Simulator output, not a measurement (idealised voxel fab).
Title: Process Module voxel transistor to metal
Cross-section cut: width 150 nm, square cells of 5 nm.
Reading order for cross-sections: top band down to bottom band. Underlying form: a grid of square cells. Band size: one or more rows of cells.
Band: top and bottom heights (nm) first, top before bottom; then materials from left to right, widths in nm. "all across" marks a sole material filling the band edge to edge. "empty" denotes empty space.
Where do heights start? At 0: under that level the wafer as delivered is made of one material only. And the lowest band has no floor; it just carries on downward, as in "0 and below".
You'd read "30 to 40" like this: the band's top row of cells is as wide as the first number, its bottom row is as wide as the second, and going down, every row changes width by the same amount as the row before did.
A step reported as "no modifications" is a step in which no cell of the cross-section changed.
"Closed internal voids": sealed empty spaces, 8 cells or more, no open way to top, listed width x height at distance, with distance from the left edge and width, height and distance in nm.
Formally, on a step line, whatever follows the settings is a remark that the simulator itself makes on the step.
overlay nm: how far to the right of its planned place the mask lay on this masked step (negative: to the left).
**plan**
1,RECEIVE,material Si
2,OXIDIZE,depth nm 5
3,CONFORMAL_DEP,material SiN,thk nm 15
4,MASKED_ETCH,tone cover,mask id ACTIVE,width nm 105,etch materials SiN,depth nm 15,overlay nm 0
5,MASKED_ETCH,tone cover,mask id ACTIVE,width nm 105,etch materials SiO2,depth nm 5,overlay nm 0
6,MASKED_ETCH,tone cover,mask id ACTIVE,width nm 105,etch materials Si,depth nm 35,overlay nm 0
7,FILL_DEP,material SiO2,thk nm 15
8,CMP,height nm 15
9,SELECTIVE_ETCH,etch materials SiO2,depth nm 15
10,STRIP,etch materials SiN
11,SELECTIVE_ETCH,etch materials SiO2,depth nm 5
12,OXIDIZE,depth nm 5
13,DIRECTIONAL_DEP,material polySi,thk nm 25
14,DIRECTIONAL_DEP,material SiCN,thk nm 15
15,DIRECTIONAL_DEP,material aC,thk nm 10
16,PATTERN,tone cover,mask id GATE,material resist,width nm 25,thk nm 30,overlay nm 0
17,DIRECTIONAL_ETCH,etch materials aC,depth nm 10
18,STRIP,etch materials resist
19,DIRECTIONAL_ETCH,etch materials SiCN,depth nm 25
20,DIRECTIONAL_ETCH,etch materials polySi,depth nm 35
21,STRIP,etch materials aC
22,CONFORMAL_DEP,material SiN,thk nm 5
23,DIRECTIONAL_ETCH,etch materials SiN,depth nm 5
24,DIRECTIONAL_ETCH,etch materials SiO2,depth nm 5
25,DIRECTIONAL_ETCH,etch materials Si,depth nm 5
26,EPI,material SiGe,thk nm 5
27,FILL_DEP,material SiO2,thk nm 10
28,CMP,height nm 20
29,STRIP,etch materials polySi
30,SELECTIVE_ETCH,etch materials SiO2,depth nm 5
31,CONFORMAL_DEP,material HfO2,thk nm 5
32,CONFORMAL_DEP,material TiN,thk nm 5
33,FILL_DEP,material W,thk nm 5
34,CMP,height nm 15
35,DIRECTIONAL_DEP,material SiO2,thk nm 10
36,MASKED_ETCH,tone open,mask id CONTACT,width nm 15,pitch nm 80,etch materials SiO2,depth nm 35,overlay nm 0
37,CONFORMAL_DEP,material TiN,thk nm 5
38,FILL_DEP,material W,thk nm 10
39,CMP,height nm 25
40,DIRECTIONAL_DEP,material TiN,thk nm 5
41,DIRECTIONAL_DEP,material W,thk nm 15
42,PATTERN,tone cover,mask id METAL_1,material resist,width nm 15,pitch nm 80,thk nm 20,overlay nm 0
43,DIRECTIONAL_ETCH,etch materials W,depth nm 15
44,DIRECTIONAL_ETCH,etch materials TiN,depth nm 5
45,STRIP,etch materials resist
46,FILL_DEP,material SiO2,thk nm 5
47,CMP,height nm 45
48,CONFORMAL_DEP,material SiN,thk nm 5
**Cross-section of the wafer as it came to us, i.e., already through step 1**
* 0 and below = Si all across
* Closed internal voids: none
**Module complete, cross-section. Starting point and plan per above. One mistake made in running the module**
* 50 down to 45 = SiN all across
* 45 down to 30 = 25 SiO2  15 W  65 SiO2  15 W  30 SiO2
* 30 down to 25 = 25 SiO2  15 TiN  65 SiO2  15 TiN  30 SiO2
* 25 down to 15 = 25 SiO2  5 TiN  5 W  5 TiN  65 SiO2  5 TiN  5 W  5 TiN  30 SiO2
* 15 down to 0 = 25 SiO2  5 TiN  5 W  5 TiN  15 SiO2  5 SiN  5 HfO2  5 TiN  5 W  5 TiN  5 HfO2  5 SiN  15 SiO2  5 TiN  5 W  5 TiN  30 SiO2
* 0 down to -5 = 25 SiO2  5 TiN  5 W  5 TiN  15 SiO2  5 SiN  5 HfO2  15 TiN  5 HfO2  5 SiN  15 SiO2  5 TiN  5 W  5 TiN  30 SiO2
* -5 down to -10 = 25 SiO2  15 TiN  15 SiO2  35 HfO2  15 SiO2  15 TiN  30 SiO2
* -10 down to -20 = SiO2 all across
* -20 down to -40 = 20 SiO2  105 Si  25 SiO2
* -40 and below = Si all across
* Closed internal voids: none
Plan not followed: step 12 did not happen as planned, as run it was OXIDIZE,depth nm 15
